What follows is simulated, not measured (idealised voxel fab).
process module | voxel spacer lines
250 nm wide, 5 nm square cells: that's cross-section cut.
Reading order for cross-sections: top band down to bottom band. Underlying form: a grid of square cells. Band size: one or more rows of cells. It is stipulated that each band's entry specify, in nanometres, the height of the top of the band and then that of its bottom, followed by the materials of the band in left-to-right sequence, each together with its width in nanometres. A single material marked by the word "edge to edge" is understood to fill the band from edge to edge; the word "blank" is understood to denote empty space. All heights in this document are referenced to 0, defined as the level beneath which the wafer, as received, consists entirely of one material. The lowest band is not bounded below; it extends indefinitely downward and is written in the form "from 0 down". Width spec "30..40" -> top row of cells at first value, bottom row at second value, equal per-row change in between. "remains unaltered" for a step: no cell of the cross-section changed in that step. "Fully enclosed voids" enumerates empty spaces isolated from the top, with no open way to it, that contain at least 8 cells, giving each as width x height at distance from the left edge, all three in nm. Heads up: the bit after the settings on a step's line is the simulator's remark on that step. overlay nm: mask offset rightward from planned place, masked step; negative means leftward offset.
**Process steps - plan**
step 1: RECEIVE | material Si
step 2: CONFORMAL_DEP | material Al2O3 | thk nm 5
step 3: DIRECTIONAL_DEP | material SiN | thk nm 15
step 4: DIRECTIONAL_DEP | material aC | thk nm 30
step 5: PATTERN | tone cover | mask id MANDREL | material resist | width nm 25 | pitch nm 70 | thk nm 35 | overlay nm 0
step 6: DIRECTIONAL_ETCH | etch materials aC | depth nm 30
step 7: STRIP | etch materials resist
step 8: CONFORMAL_DEP | material SiO2 | thk nm 10
step 9: DIRECTIONAL_ETCH | etch materials SiO2 | depth nm 10
step 10: STRIP | etch materials aC
step 11: DIRECTIONAL_ETCH | etch materials SiN | depth nm 15
step 12: STRIP | etch materials SiO2
**So, the first of our two wafers, run just as we planned it**
**This is the cross-section of the wafer as we received it, i.e. after step 1**
  from 0 down = Si edge to edge
  Fully enclosed voids: none
**After step 2, in cross-section**
  from 5 to 0 = Al2O3 edge to edge
  Unchanged below 0.
**After step 3, in cross-section**
  from 20 to 5 = SiN edge to edge
  Unchanged below 5.
**After step 4, in cross-section**
  from 50 to 20 = aC edge to edge
  Unchanged below 20.
**After step 5, in cross-section**
  from 85 to 50 = blank 40 nm, resist 25 nm, blank 45 nm, resist 25 nm, blank 45 nm, resist 25 nm, blank 45 nm
  Unchanged below 50.
**After step 6, in cross-section**
  from 55 to 50 = blank 40 nm, resist 25 nm, blank 45 nm, resist 25 nm, blank 45 nm, resist 25 nm, blank 45 nm
  from 50 to 20 = blank 40 nm, aC 25 nm, blank 45 nm, aC 25 nm, blank 45 nm, aC 25 nm, blank 45 nm
  Unchanged below 20.
**After step 7, in cross-section**
  from 50 to 20 = blank 40 nm, aC 25 nm, blank 45 nm, aC 25 nm, blank 45 nm, aC 25 nm, blank 45 nm
  Unchanged below 20.
**After step 8, in cross-section**
  from 60 to 50 = blank 30 nm, SiO2 45 nm, blank 25 nm, SiO2 45 nm, blank 25 nm, SiO2 45 nm, blank 35 nm
  from 50 to 30 = blank 30 nm, SiO2 10 nm, aC 25 nm, SiO2 10 nm, blank 25 nm, SiO2 10 nm, aC 25 nm, SiO2 10 nm, blank 25 nm, SiO2 10 nm, aC 25 nm, SiO2 10 nm, blank 35 nm
  from 30 to 20 = SiO2 40 nm, aC 25 nm, SiO2 45 nm, aC 25 nm, SiO2 45 nm, aC 25 nm, SiO2 45 nm
  Unchanged below 20.
**After step 9, in cross-section**
  from 50 to 20 = blank 30 nm, SiO2 10 nm, aC 25 nm, SiO2 10 nm, blank 25 nm, SiO2 10 nm, aC 25 nm, SiO2 10 nm, blank 25 nm, SiO2 10 nm, aC 25 nm, SiO2 10 nm, blank 35 nm
  Unchanged below 20.
**After step 10, in cross-section**
  from 50 to 20 = blank 30 nm, SiO2 10 nm, blank 25 nm, SiO2 10 nm, blank 25 nm, SiO2 10 nm, blank 25 nm, SiO2 10 nm, blank 25 nm, SiO2 10 nm, blank 25 nm, SiO2 10 nm, blank 35 nm
  Unchanged below 20.
**After step 11, in cross-section**
  from 50 to 20 = blank 30 nm, SiO2 10 nm, blank 25 nm, SiO2 10 nm, blank 25 nm, SiO2 10 nm, blank 25 nm, SiO2 10 nm, blank 25 nm, SiO2 10 nm, blank 25 nm, SiO2 10 nm, blank 35 nm
  from 20 to 5 = blank 30 nm, SiN 10 nm, blank 25 nm, SiN 10 nm, blank 25 nm, SiN 10 nm, blank 25 nm, SiN 10 nm, blank 25 nm, SiN 10 nm, blank 25 nm, SiN 10 nm, blank 35 nm
  Unchanged below 5.
**After step 12, in cross-section**
  from 20 to 5 = blank 30 nm, SiN 10 nm, blank 25 nm, SiN 10 nm, blank 25 nm, SiN 10 nm, blank 25 nm, SiN 10 nm, blank 25 nm, SiN 10 nm, blank 25 nm, SiN 10 nm, blank 35 nm
  Unchanged below 5.
**The second wafer: identical to the first at the outset and in its planned sequence, differing only in that one mistake was made during processing; up to and including step 1, its path is the first wafer's path**
Cross-sectional view of the second wafer at the intended end time of process step 2: remains unaltered
**Cross-sectional view of the second wafer at the intended end time of process step 3**
  from 15 to 0 = SiN edge to edge
  Unchanged below 0.
**Cross-sectional view of the second wafer at the intended end time of process step 4**
  from 45 to 15 = aC edge to edge
  Unchanged below 15.
**Cross-sectional view of the second wafer at the intended end time of process step 5**
  from 80 to 45 = blank 40 nm, resist 25 nm, blank 45 nm, resist 25 nm, blank 45 nm, resist 25 nm, blank 45 nm
  Unchanged below 45.
**Cross-sectional view of the second wafer at the intended end time of process step 6**
  from 50 to 45 = blank 40 nm, resist 25 nm, blank 45 nm, resist 25 nm, blank 45 nm, resist 25 nm, blank 45 nm
  from 45 to 15 = blank 40 nm, aC 25 nm, blank 45 nm, aC 25 nm, blank 45 nm, aC 25 nm, blank 45 nm
  Unchanged below 15.
**Cross-sectional view of the second wafer at the intended end time of process step 7**
  from 45 to 15 = blank 40 nm, aC 25 nm, blank 45 nm, aC 25 nm, blank 45 nm, aC 25 nm, blank 45 nm
  Unchanged below 15.
**Cross-sectional view of the second wafer at the intended end time of process step 8**
  from 55 to 45 = blank 30 nm, SiO2 45 nm, blank 25 nm, SiO2 45 nm, blank 25 nm, SiO2 45 nm, blank 35 nm
  from 45 to 25 = blank 30 nm, SiO2 10 nm, aC 25 nm, SiO2 10 nm, blank 25 nm, SiO2 10 nm, aC 25 nm, SiO2 10 nm, blank 25 nm, SiO2 10 nm, aC 25 nm, SiO2 10 nm, blank 35 nm
  from 25 to 15 = SiO2 40 nm, aC 25 nm, SiO2 45 nm, aC 25 nm, SiO2 45 nm, aC 25 nm, SiO2 45 nm
  Unchanged below 15.
**Cross-sectional view of the second wafer at the intended end time of process step 9**
  from 45 to 15 = blank 30 nm, SiO2 10 nm, aC 25 nm, SiO2 10 nm, blank 25 nm, SiO2 10 nm, aC 25 nm, SiO2 10 nm, blank 25 nm, SiO2 10 nm, aC 25 nm, SiO2 10 nm, blank 35 nm
  Unchanged below 15.
**Cross-sectional view of the second wafer at the intended end time of process step 10**
  from 45 to 15 = blank 30 nm, SiO2 10 nm, blank 25 nm, SiO2 10 nm, blank 25 nm, SiO2 10 nm, blank 25 nm, SiO2 10 nm, blank 25 nm, SiO2 10 nm, blank 25 nm, SiO2 10 nm, blank 35 nm
  Unchanged below 15.
**Cross-sectional view of the second wafer at the intended end time of process step 11**
  from 45 to 15 = blank 30 nm, SiO2 10 nm, blank 25 nm, SiO2 10 nm, blank 25 nm, SiO2 10 nm, blank 25 nm, SiO2 10 nm, blank 25 nm, SiO2 10 nm, blank 25 nm, SiO2 10 nm, blank 35 nm
  from 15 to 0 = blank 30 nm, SiN 10 nm, blank 25 nm, SiN 10 nm, blank 25 nm, SiN 10 nm, blank 25 nm, SiN 10 nm, blank 25 nm, SiN 10 nm, blank 25 nm, SiN 10 nm, blank 35 nm
  Unchanged below 0.
**Cross-sectional view of the second wafer at the intended end time of process step 12**
  from 15 to 0 = blank 30 nm, SiN 10 nm, blank 25 nm, SiN 10 nm, blank 25 nm, SiN 10 nm, blank 25 nm, SiN 10 nm, blank 25 nm, SiN 10 nm, blank 25 nm, SiN 10 nm, blank 35 nm
  Unchanged below 0.
Run error: step 2 of the plan: omitted, not performed
Upon completion, the second wafer contains, in terms of cells, a greater or smaller amount of certain materials than the first wafer: Al2O3 -50
